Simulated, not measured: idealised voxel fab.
process module | voxel capacitor over wiring
cross-section cut | 150 nm wide | cells 5 nm
A cross-section is a grid of square cells, given in bands from the top down. A band is one or more rows of cells.
Each band's line starts with the height of the band's top and of its bottom, in nm. Then come its materials from left to right, each with its width in nm. One material with "throughout" fills the band from edge to edge. "air" is empty space.
Height 0 is the level under which the wafer as received is all one material. The lowest band goes on downwards, as in "0 down".
A width such as "30 to 40" changes by the same amount from each row of cells to the next, from the band's top row to its bottom row.
"no change" after a step means that no cell of the cross-section changed.
closed voids: empty space of 8 cells or more with no open way to the top, each as width x height at its distance from the left edge, in nm
after a step's settings: what the simulator itself notes on the step
overlay nm, on a step with a mask: how far to the right of its planned place the mask lay; to the left if negative
plan
1 op RECEIVE | material Si
2 op CONFORMAL_DEP | material SiO2 | thk nm 10
3 op DIRECTIONAL_DEP | material TiN | thk nm 5
4 op DIRECTIONAL_DEP | material W | thk nm 15
5 op MASKED_ETCH | tone cover | mask id METAL_1 | width nm 30 | pitch nm 90 | etch materials W | depth nm 15 | overlay nm 0
6 op MASKED_ETCH | tone cover | mask id METAL_1 | width nm 30 | pitch nm 90 | etch materials TiN | depth nm 5 | overlay nm 0
7 op CONFORMAL_DEP | material SiN | thk nm 5
8 op FILL_DEP | material SiO2 | thk nm 5
9 op CMP | height nm 30
10 op CONFORMAL_DEP | material SiCN | thk nm 5
11 op DIRECTIONAL_DEP | material SiO2 | thk nm 10
12 op MASKED_ETCH | tone open | mask id PLUG_1 | width nm 15 | etch materials SiO2 | depth nm 10 | overlay nm 0
13 op MASKED_ETCH | tone open | mask id PLUG_1 | width nm 15 | etch materials SiCN | depth nm 5 | overlay nm 0
14 op EPI | material Ru | thk nm 10
15 op EPI | material Ru | thk nm 5
16 op DIRECTIONAL_DEP | material TiN | thk nm 5
17 op DIRECTIONAL_DEP | material Al2O3 | thk nm 5
18 op DIRECTIONAL_DEP | material TiN | thk nm 10
19 op DIRECTIONAL_DEP | material aC | thk nm 10
20 op PATTERN | tone cover | mask id UPPER_PLATE | material resist | width nm 65 | thk nm 30 | overlay nm 0
21 op DIRECTIONAL_ETCH | etch materials aC | depth nm 10
22 op STRIP | etch materials resist
23 op DIRECTIONAL_ETCH | etch materials TiN | depth nm 10
24 op DIRECTIONAL_ETCH | etch materials Al2O3 | depth nm 5
25 op STRIP | etch materials aC
26 op DIRECTIONAL_DEP | material aC | thk nm 10
27 op PATTERN | tone cover | mask id LOWER_PLATE | material resist | width nm 75 | thk nm 30 | overlay nm 0
28 op DIRECTIONAL_ETCH | etch materials aC | depth nm 10
29 op STRIP | etch materials resist
30 op DIRECTIONAL_ETCH | etch materials TiN | depth nm 5
31 op STRIP | etch materials aC
32 op FILL_DEP | material SiO2 | thk nm 20
33 op CMP | height nm 80
34 op MASKED_ETCH | tone open | mask id PLUG_2 | width nm 15 | etch materials SiO2 | depth nm 15 | overlay nm 0
35 op CONFORMAL_DEP | material TiN | thk nm 5
36 op FILL_DEP | material W | thk nm 5
37 op CMP | height nm 80
38 op CONFORMAL_DEP | material SiN | thk nm 5
first wafer, as planned
as received, after step 1
  0 down: Si throughout
  closed voids: none
after step 2
  10 to 0: SiO2 throughout
  below 0: unchanged
after step 3
  15 to 10: TiN throughout
  below 10: unchanged
after step 4
  30 to 15: W throughout
  below 15: unchanged
after step 5
  30 to 15: air 15 | W 30 | air 60 | W 30 | air 15
  below 15: unchanged
after step 6
  30 to 15: air 15 | W 30 | air 60 | W 30 | air 15
  15 to 10: air 15 | TiN 30 | air 60 | TiN 30 | air 15
  below 10: unchanged
after step 7
  35 to 30: air 10 | SiN 40 | air 50 | SiN 40 | air 10
  30 to 15: air 10 | SiN 5 | W 30 | SiN 5 | air 50 | SiN 5 | W 30 | SiN 5 | air 10
  15 to 10: SiN 15 | TiN 30 | SiN 60 | TiN 30 | SiN 15
  below 10: unchanged
after step 8
  40 to 35: SiO2 throughout
  35 to 30: SiO2 10 | SiN 40 | SiO2 50 | SiN 40 | SiO2 10
  30 to 15: SiO2 10 | SiN 5 | W 30 | SiN 5 | SiO2 50 | SiN 5 | W 30 | SiN 5 | SiO2 10
  below 15: unchanged
after step 9
  30 to 15: SiO2 10 | SiN 5 | W 30 | SiN 5 | SiO2 50 | SiN 5 | W 30 | SiN 5 | SiO2 10
  below 15: unchanged
after step 10
  35 to 30: SiCN throughout
  below 30: unchanged
after step 11
  45 to 35: SiO2 throughout
  below 35: unchanged
after step 12
  45 to 35: SiO2 30 | air 15 | SiO2 105
  below 35: unchanged
after step 13
  45 to 35: SiO2 30 | air 15 | SiO2 105
  35 to 30: SiCN 30 | air 15 | SiCN 105
  below 30: unchanged
after step 14
  45 to 40: SiO2 30 | air 15 | SiO2 105
  40 to 35: SiO2 30 | Ru 15 | SiO2 105
  35 to 30: SiCN 30 | Ru 15 | SiCN 105
  below 30: unchanged
after step 15
  45 to 35: SiO2 30 | Ru 15 | SiO2 105
  below 35: unchanged
after step 16
  50 to 45: TiN throughout
  below 45: unchanged
after step 17
  55 to 50: Al2O3 throughout
  below 50: unchanged
after step 18
  65 to 55: TiN throughout
  below 55: unchanged
after step 19
  75 to 65: aC throughout
  below 65: unchanged
after step 20
  105 to 75: air 30 | resist 65 | air 55
  below 75: unchanged
after step 21
  95 to 75: air 30 | resist 65 | air 55
  75 to 65: air 30 | aC 65 | air 55
  below 65: unchanged
after step 22
  75 to 65: air 30 | aC 65 | air 55
  below 65: unchanged
after step 23
  75 to 65: air 30 | aC 65 | air 55
  65 to 55: air 30 | TiN 65 | air 55
  below 55: unchanged
after step 24
  75 to 65: air 30 | aC 65 | air 55
  65 to 55: air 30 | TiN 65 | air 55
  55 to 50: air 30 | Al2O3 65 | air 55
  below 50: unchanged
after step 25
  65 to 55: air 30 | TiN 65 | air 55
  below 55: unchanged
after step 26
  75 to 65: air 30 | aC 65 | air 55
  65 to 60: air 30 | TiN 65 | air 55
  60 to 55: aC 30 | TiN 65 | aC 55
  55 to 50: aC 30 | Al2O3 65 | aC 55
  below 50: unchanged
after step 27
  105 to 75: air 25 | resist 75 | air 50
  75 to 65: air 25 | resist 5 | aC 65 | resist 5 | air 50
  65 to 60: air 25 | resist 5 | TiN 65 | resist 5 | air 50
  below 60: unchanged
after step 28
  95 to 75: air 25 | resist 75 | air 50
  75 to 65: air 25 | resist 5 | aC 65 | resist 5 | air 50
  65 to 60: air 25 | resist 5 | TiN 65 | resist 5 | air 50
  60 to 55: air 25 | aC 5 | TiN 65 | aC 5 | air 50
  55 to 50: air 25 | aC 5 | Al2O3 65 | aC 5 | air 50
  below 50: unchanged
after step 29
  75 to 65: air 30 | aC 65 | air 55
  65 to 60: air 30 | TiN 65 | air 55
  below 60: unchanged
after step 30
  75 to 65: air 30 | aC 65 | air 55
  65 to 60: air 30 | TiN 65 | air 55
  60 to 55: air 25 | aC 5 | TiN 65 | aC 5 | air 50
  55 to 50: air 25 | aC 5 | Al2O3 65 | aC 5 | air 50
  50 to 45: air 25 | TiN 75 | air 50
  below 45: unchanged
after step 31
  65 to 55: air 30 | TiN 65 | air 55
  55 to 50: air 30 | Al2O3 65 | air 55
  below 50: unchanged
after step 32
  85 to 65: SiO2 throughout
  65 to 55: SiO2 30 | TiN 65 | SiO2 55
  55 to 50: SiO2 30 | Al2O3 65 | SiO2 55
  50 to 45: SiO2 25 | TiN 75 | SiO2 50
  below 45: unchanged
after step 33
  80 to 65: SiO2 throughout
  below 65: unchanged
after step 34
  80 to 65: SiO2 40 | air 15 | SiO2 95
  below 65: unchanged
after step 35
  85 to 80: TiN 45 | air 5 | TiN 100
  80 to 70: SiO2 40 | TiN 5 | air 5 | TiN 5 | SiO2 95
  70 to 65: SiO2 40 | TiN 15 | SiO2 95
  below 65: unchanged
after step 36
  90 to 85: W throughout
  85 to 80: TiN 45 | W 5 | TiN 100
  80 to 70: SiO2 40 | TiN 5 | W 5 | TiN 5 | SiO2 95
  below 70: unchanged
after step 37
  80 to 70: SiO2 40 | TiN 5 | W 5 | TiN 5 | SiO2 95
  below 70: unchanged
after step 38
  85 to 80: SiN throughout
  below 80: unchanged
second wafer: like start, like plan, one mistake. Through step 14 it matches the first wafer
when step 15 should have ended
  50 to 45: TiN 30 | air 15 | TiN 105
  45 to 40: SiO2 30 | TiN 15 | SiO2 105
  below 40: unchanged
when step 16 should have ended
  55 to 50: Ru 35 | air 5 | Ru 110
  50 to 45: TiN 30 | Ru 15 | TiN 105
  below 45: unchanged
when step 17 should have ended
  60 to 55: Al2O3 35 | air 5 | Al2O3 110
  55 to 50: Ru 35 | Al2O3 5 | Ru 110
  below 50: unchanged
when step 18 should have ended
  70 to 65: TiN 35 | air 5 | TiN 110
  65 to 60: TiN throughout
  60 to 55: Al2O3 35 | TiN 5 | Al2O3 110
  below 55: unchanged
when step 19 should have ended
  80 to 75: aC 35 | air 5 | aC 110
  75 to 70: aC throughout
  70 to 65: TiN 35 | aC 5 | TiN 110
  below 65: unchanged
when step 20 should have ended
  110 to 80: air 30 | resist 65 | air 55
  80 to 75: aC 35 | resist 5 | aC 110
  below 75: unchanged
when step 21 should have ended
  100 to 80: air 30 | resist 65 | air 55
  80 to 75: air 30 | aC 5 | resist 5 | aC 55 | air 55
  75 to 70: air 30 | aC 65 | air 55
  below 70: unchanged
when step 22 should have ended
  80 to 75: air 30 | aC 5 | air 5 | aC 55 | air 55
  below 75: unchanged
when step 23 should have ended
  80 to 75: air 30 | aC 5 | air 5 | aC 55 | air 55
  75 to 70: air 30 | aC 65 | air 55
  70 to 65: air 30 | TiN 5 | aC 5 | TiN 55 | air 55
  65 to 60: air 30 | TiN 65 | air 55
  below 60: unchanged
when step 24 should have ended
  80 to 75: air 30 | aC 5 | air 5 | aC 55 | air 55
  75 to 70: air 30 | aC 65 | air 55
  70 to 65: air 30 | TiN 5 | aC 5 | TiN 55 | air 55
  65 to 60: air 30 | TiN 65 | air 55
  60 to 55: air 30 | Al2O3 5 | TiN 5 | Al2O3 55 | air 55
  below 55: unchanged
when step 25 should have ended
  70 to 65: air 30 | TiN 5 | air 5 | TiN 55 | air 55
  below 65: unchanged
when step 26 should have ended
  80 to 75: air 30 | aC 5 | air 5 | aC 55 | air 55
  75 to 70: air 30 | aC 65 | air 55
  70 to 65: air 30 | TiN 5 | aC 5 | TiN 55 | air 55
  65 to 60: aC 30 | TiN 65 | aC 55
  60 to 55: aC 30 | Al2O3 5 | TiN 5 | Al2O3 55 | aC 55
  below 55: unchanged
when step 27 should have ended
  110 to 80: air 25 | resist 75 | air 50
  80 to 75: air 25 | resist 5 | aC 5 | resist 5 | aC 55 | resist 5 | air 50
  75 to 70: air 25 | resist 5 | aC 65 | resist 5 | air 50
  70 to 65: air 25 | resist 5 | TiN 5 | aC 5 | TiN 55 | resist 5 | air 50
  below 65: unchanged
when step 28 should have ended
  100 to 80: air 25 | resist 75 | air 50
  80 to 75: air 25 | resist 5 | aC 5 | resist 5 | aC 55 | resist 5 | air 50
  75 to 70: air 25 | resist 5 | aC 65 | resist 5 | air 50
  70 to 65: air 25 | resist 5 | TiN 5 | aC 5 | TiN 55 | resist 5 | air 50
  65 to 60: air 25 | aC 5 | TiN 65 | aC 5 | air 50
  60 to 55: air 25 | aC 5 | Al2O3 5 | TiN 5 | Al2O3 55 | aC 5 | air 50
  below 55: unchanged
when step 29 should have ended
  80 to 75: air 30 | aC 5 | air 5 | aC 55 | air 55
  75 to 70: air 30 | aC 65 | air 55
  70 to 65: air 30 | TiN 5 | aC 5 | TiN 55 | air 55
  below 65: unchanged
when step 30 should have ended: no change
when step 31 should have ended
  70 to 65: air 30 | TiN 5 | air 5 | TiN 55 | air 55
  65 to 60: air 30 | TiN 65 | air 55
  60 to 55: air 30 | Al2O3 5 | TiN 5 | Al2O3 55 | air 55
  below 55: unchanged
when step 32 should have ended
  90 to 70: SiO2 throughout
  70 to 65: SiO2 30 | TiN 5 | SiO2 5 | TiN 55 | SiO2 55
  65 to 60: SiO2 30 | TiN 65 | SiO2 55
  60 to 55: SiO2 30 | Al2O3 5 | TiN 5 | Al2O3 55 | SiO2 55
  below 55: unchanged
when step 33 should have ended
  80 to 70: SiO2 throughout
  below 70: unchanged
when step 34 should have ended
  80 to 70: SiO2 40 | air 15 | SiO2 95
  below 70: unchanged
when step 35 should have ended
  85 to 80: TiN 45 | air 5 | TiN 100
  80 to 75: SiO2 40 | TiN 5 | air 5 | TiN 5 | SiO2 95
  75 to 70: SiO2 40 | TiN 15 | SiO2 95
  below 70: unchanged
when step 36 should have ended
  90 to 85: W throughout
  85 to 80: TiN 45 | W 5 | TiN 100
  80 to 75: SiO2 40 | TiN 5 | W 5 | TiN 5 | SiO2 95
  below 75: unchanged
when step 37 should have ended
  80 to 75: SiO2 40 | TiN 5 | W 5 | TiN 5 | SiO2 95
  below 75: unchanged
when step 38 should have ended
  85 to 80: SiN throughout
  below 80: unchanged
what went wrong: steps 15 and 16 were swapped
at the end the second wafer has, in cells: 29 more of Ru | 41 fewer of SiO2 | 13 more of TiN | 1 fewer of W
